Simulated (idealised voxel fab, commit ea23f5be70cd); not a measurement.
process module | voxel gate over fins
cross-section cut | 175 nm wide | cells 5 nm
A cross-section is a grid of square cells, given in bands from the top down. A band is one or more rows of cells.
Each band's line starts with the height of the band's top and of its bottom, in nm. Then come its materials from left to right, each with its width in nm. One material with "throughout" fills the band from edge to edge. "air" is empty space.
Height 0 is the level under which the wafer as received is all one material. The lowest band goes on downwards, as in "0 down".
A width such as "30 to 40" changes by the same amount from each row of cells to the next, from the band's top row to its bottom row.
"no change" after a step means that no cell of the cross-section changed.
closed voids: empty space of 8 cells or more with no open way to the top, each as width x height at its distance from the left edge, in nm
after a step's settings: what the simulator itself notes on the step
overlay nm, on a step with a mask: how far to the right of its planned place the mask lay; to the left if negative
plan
1 op RECEIVE | material Si
2 op CONFORMAL_DEP | material SiN | thk nm 10
3 op MASKED_ETCH | tone cover | mask id FINS | width nm 15 | pitch nm 35 | etch materials SiN | depth nm 10 | overlay nm 0
4 op MASKED_ETCH | tone cover | mask id FINS | width nm 15 | pitch nm 35 | etch materials Si | depth nm 40 | overlay nm 0
5 op FILL_DEP | material SiO2 | thk nm 10
6 op CMP | height nm 10
7 op SELECTIVE_ETCH | etch materials SiO2 | depth nm 20
8 op STRIP | etch materials SiN
9 op CONFORMAL_DEP | material HfO2 | thk nm 5
10 op CONFORMAL_DEP | material TiN | thk nm 5
11 op CONFORMAL_DEP | material TiAl | thk nm 5
12 op CONFORMAL_DEP | material TiN | thk nm 5
13 op FILL_DEP | material W | thk nm 10
14 op CMP | height nm 25
15 op CONFORMAL_DEP | material SiN | thk nm 10
first wafer, as planned
as received, after step 1
  0 down: Si throughout
  closed voids: none
after step 2
  10 to 0: SiN throughout
  below 0: unchanged
after step 3
  10 to 0: air 60 | SiN 15 | air 20 | SiN 15 | air 65
  below 0: unchanged
after step 4
  10 to 0: air 60 | SiN 15 | air 20 | SiN 15 | air 65
  0 to -40: air 60 | Si 15 | air 20 | Si 15 | air 65
  below -40: unchanged
after step 5
  20 to 10: SiO2 throughout
  10 to 0: SiO2 60 | SiN 15 | SiO2 20 | SiN 15 | SiO2 65
  0 to -40: SiO2 60 | Si 15 | SiO2 20 | Si 15 | SiO2 65
  below -40: unchanged
after step 6
  10 to 0: SiO2 60 | SiN 15 | SiO2 20 | SiN 15 | SiO2 65
  below 0: unchanged
after step 7
  10 to 0: air 60 | SiN 15 | air 20 | SiN 15 | air 65
  0 to -10: air 60 | Si 15 | air 20 | Si 15 | air 65
  below -10: unchanged
after step 8
  0 to -10: air 60 | Si 15 | air 20 | Si 15 | air 65
  below -10: unchanged
after step 9
  5 to 0: air 55 | HfO2 25 | air 10 | HfO2 25 | air 60
  0 to -5: air 55 | HfO2 5 | Si 15 | HfO2 5 | air 10 | HfO2 5 | Si 15 | HfO2 5 | air 60
  -5 to -10: HfO2 60 | Si 15 | HfO2 20 | Si 15 | HfO2 65
  below -10: unchanged
after step 10
  10 to 5: air 50 | TiN 70 | air 55
  5 to 0: air 50 | TiN 5 | HfO2 25 | TiN 10 | HfO2 25 | TiN 5 | air 55
  0 to -5: TiN 55 | HfO2 5 | Si 15 | HfO2 5 | TiN 10 | HfO2 5 | Si 15 | HfO2 5 | TiN 60
  below -5: unchanged
after step 11
  15 to 10: air 45 | TiAl 80 | air 50
  10 to 5: air 45 | TiAl 5 | TiN 70 | TiAl 5 | air 50
  5 to 0: TiAl 50 | TiN 5 | HfO2 25 | TiN 10 | HfO2 25 | TiN 5 | TiAl 55
  below 0: unchanged
after step 12
  20 to 15: air 40 | TiN 90 | air 45
  15 to 10: air 40 | TiN 5 | TiAl 80 | TiN 5 | air 45
  10 to 5: TiN 45 | TiAl 5 | TiN 70 | TiAl 5 | TiN 50
  below 5: unchanged
after step 13
  30 to 20: W throughout
  20 to 15: W 40 | TiN 90 | W 45
  15 to 10: W 40 | TiN 5 | TiAl 80 | TiN 5 | W 45
  below 10: unchanged
after step 14
  25 to 20: W throughout
  below 20: unchanged
after step 15
  35 to 25: SiN throughout
  below 25: unchanged
second wafer: like start, like plan, one mistake. Through step 8 it matches the first wafer
when step 9 should have ended: no change
when step 10 should have ended
  5 to 0: air 55 | TiN 25 | air 10 | TiN 25 | air 60
  0 to -5: air 55 | TiN 5 | Si 15 | TiN 5 | air 10 | TiN 5 | Si 15 | TiN 5 | air 60
  -5 to -10: TiN 60 | Si 15 | TiN 20 | Si 15 | TiN 65
  below -10: unchanged
when step 11 should have ended
  10 to 5: air 50 | TiAl 70 | air 55
  5 to 0: air 50 | TiAl 5 | TiN 25 | TiAl 10 | TiN 25 | TiAl 5 | air 55
  0 to -5: TiAl 55 | TiN 5 | Si 15 | TiN 5 | TiAl 10 | TiN 5 | Si 15 | TiN 5 | TiAl 60
  below -5: unchanged
when step 12 should have ended
  15 to 10: air 45 | TiN 80 | air 50
  10 to 5: air 45 | TiN 5 | TiAl 70 | TiN 5 | air 50
  5 to 0: TiN 50 | TiAl 5 | TiN 25 | TiAl 10 | TiN 25 | TiAl 5 | TiN 55
  below 0: unchanged
when step 13 should have ended
  25 to 15: W throughout
  15 to 10: W 45 | TiN 80 | W 50
  10 to 5: W 45 | TiN 5 | TiAl 70 | TiN 5 | W 50
  below 5: unchanged
when step 14 should have ended: no change
when step 15 should have ended
  35 to 25: SiN throughout
  below 25: unchanged
what went wrong: step 9 was left out
at the end the second wafer has, in cells: 43 fewer of HfO2 | 4 more of TiAl | 39 more of W
